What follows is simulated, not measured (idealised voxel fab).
process module | voxel quadruple lines
Each square cell in cross-section cut measures 5 nm, and the section as a whole is 240 nm wide.
Bands, listed from the top down, are how a cross-section gets written in this document; the cross-section itself is a grid of square cells, and a band is one or more rows of them.
Top height, bottom height, nm. Materials left to right, width each, nm. Single material + "all across" = fills band edge to edge. "blank" = empty.
Height 0 is the level under which the wafer as received is all one material. The lowest band goes on downwards, as in "0 nm and below".
The notation "30..40" denotes a width that varies across the rows of cells in the band, beginning at the first number in the top row, finishing at the second number in the bottom row, and changing by an identical amount from each row to the next.
Step note "no modifications" = no cross-section cell changed.
Reported under the label "Enclosed empty spaces" are the empty spaces having no open way to the top and comprising 8 cells or more; the notation for each is width x height at distance, in which the distance is measured from the left edge and all three values are in nm.
What comes after the settings on a step's line is commentary from the simulator itself on that step.
What "overlay nm" on a step's line means: if the step has a mask, that mask lay this far to the right of its planned place, or, when the value is negative, to the left.

[Listed below are the process steps as planned]
1: op RECEIVE | material Si
2: op CONFORMAL_DEP | material SiO2 | thk nm 10
3: op DIRECTIONAL_DEP | material TiN | thk nm 15
4: op DIRECTIONAL_DEP | material polySi | thk nm 20
5: op DIRECTIONAL_DEP | material aC | thk nm 20
6: op PATTERN | tone cover | mask id MANDREL | material resist | width nm 30 | thk nm 30 | overlay nm 0
7: op DIRECTIONAL_ETCH | etch materials aC | depth nm 20
8: op STRIP | etch materials resist
9: op CONFORMAL_DEP | material SiO2 | thk nm 10
10: op DIRECTIONAL_ETCH | etch materials SiO2 | depth nm 10
11: op STRIP | etch materials aC
12: op DIRECTIONAL_ETCH | etch materials polySi | depth nm 20
13: op STRIP | etch materials SiO2
14: op CONFORMAL_DEP | material SiCN | thk nm 10
15: op DIRECTIONAL_ETCH | etch materials SiCN | depth nm 10
16: op STRIP | etch materials polySi
17: op DIRECTIONAL_ETCH | etch materials TiN | depth nm 15
18: op STRIP | etch materials SiCN

[Received-state cross-section, reflecting completion of step 1]
* 0 nm and below  Si all across
* Enclosed empty spaces: none

[Wafer cross-section at end of module: start and plan as shown above, one execution error]
* 45 nm to 25 nm  blank (95), polySi (10), blank (30), polySi (10), blank (95)
* 25 nm to 10 nm  blank (95), TiN (10), blank (30), TiN (10), blank (95)
* 10 nm to 0 nm  SiO2 all across
* 0 nm and below  Si all across
* Enclosed empty spaces: none
So what did we get wrong on this run? step 16 was run on a setting that differed from the plan, and what really ran there is op STRIP | etch materials SiCN
